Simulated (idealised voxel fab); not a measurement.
Process module under the name voxel self aligned contacts
Shown is cross-section cut, with a width of 205 nm and square cells of size 5 nm.
Cross-section format: a grid of square cells, given as bands from top to bottom; each band is one or more rows of cells. Each band's line starts with the height of the band's top and of its bottom, in nm. Then come its materials from left to right, each with its width in nm. One material with "throughout" fills the band from edge to edge. "air" is empty space. Ref level 0: as-received wafer is one material below here. Bottom band extends down with no lower bound ("z 0 and below"). Read "30 to 40" as a graded width: first number on top, second number at the bottom, same change between each pair of neighbouring rows. It should be understood that the words "no change", when stated for a given step, signify that the cross-section underwent no change in any of its cells during that step. You'll see "closed voids" listing empty spaces that have no way open to the top, as long as they're 8 cells or more; the notation is width x height at distance, where the distance is from the left edge, and all of it is in nm. Past the settings on a step's line: simulator remark, on that step. overlay nm, on a step with a mask: how far to the right of its planned place the mask lay; to the left if negative.
The planned process steps are enumerated hereunder
1,RECEIVE,material Si
2,OXIDIZE,depth nm 5
3,DIRECTIONAL_DEP,material polySi,thk nm 30
4,DIRECTIONAL_DEP,material SiN,thk nm 20
5,MASKED_ETCH,tone cover,mask id GATE,width nm 25,pitch nm 60,etch materials SiN,depth nm 20,overlay nm 0
6,MASKED_ETCH,tone cover,mask id GATE,width nm 25,pitch nm 60,etch materials polySi,depth nm 30,overlay nm 0
7,CONFORMAL_DEP,material SiN,thk nm 5
8,DIRECTIONAL_ETCH,etch materials SiN,depth nm 5
9,FILL_DEP,material SiO2,thk nm 20
10,CMP,height nm 60
11,PATTERN,tone open,mask id CONTACT,material resist,width nm 45,thk nm 20,overlay nm 0
12,DIRECTIONAL_ETCH,etch materials SiO2,depth nm 65
13,STRIP,etch materials resist
14,CONFORMAL_DEP,material TiN,thk nm 5
15,FILL_DEP,material W,thk nm 5
16,CMP,height nm 60
17,CONFORMAL_DEP,material SiN,thk nm 5
Cross-section of the wafer at receipt, which is the condition after step 1
- z 0 and below: Si throughout
- closed voids: none
Post-module cross-section of the first of two wafers (run per plan)
- z 65 to 60: SiN throughout
- z 60 to 50: SiO2 (80), TiN (5 to 15), W (35 to 15), TiN (5 to 15), SiO2 (80)
- z 50 to 30: SiO2 (55), SiN (35), TiN (5), W (15), TiN (5), SiN (35), SiO2 (55)
- z 30 to 0: SiO2 (55), SiN (5), polySi (25), SiN (5), TiN (5), W (15), TiN (5), SiN (5), polySi (25), SiN (5), SiO2 (55)
- z 0 to -5: SiO2 (90), TiN (25), SiO2 (90)
- z -5 and below: Si throughout
- closed voids: none
What the second wafer looks like in cross-section once the module is done. Its start and its plan matched the first wafer's exactly; what differed was one mistake in how it was run
- z 65 to 60: SiN throughout
- z 60 to 55: TiN (85), W (35), TiN (85)
- z 55 to 50: SiO2 (80), TiN (15), W (15), TiN (15), SiO2 (80)
- z 50 to 30: SiO2 (55), SiN (35), TiN (5), W (15), TiN (5), SiN (35), SiO2 (55)
- z 30 to 0: SiO2 (55), SiN (5), polySi (25), SiN (5), TiN (5), W (15), TiN (5), SiN (5), polySi (25), SiN (5), SiO2 (55)
- z 0 to -5: SiO2 (90), TiN (25), SiO2 (90)
- z -5 and below: Si throughout
- closed voids: none
Against the plan, the run slipped here: not per plan at step 10, really ran CMP,height nm 55
Wafer comparison, final, in cells, second relative to first, materials more or fewer: SiO2: 32 fewer | TiN: 32 more
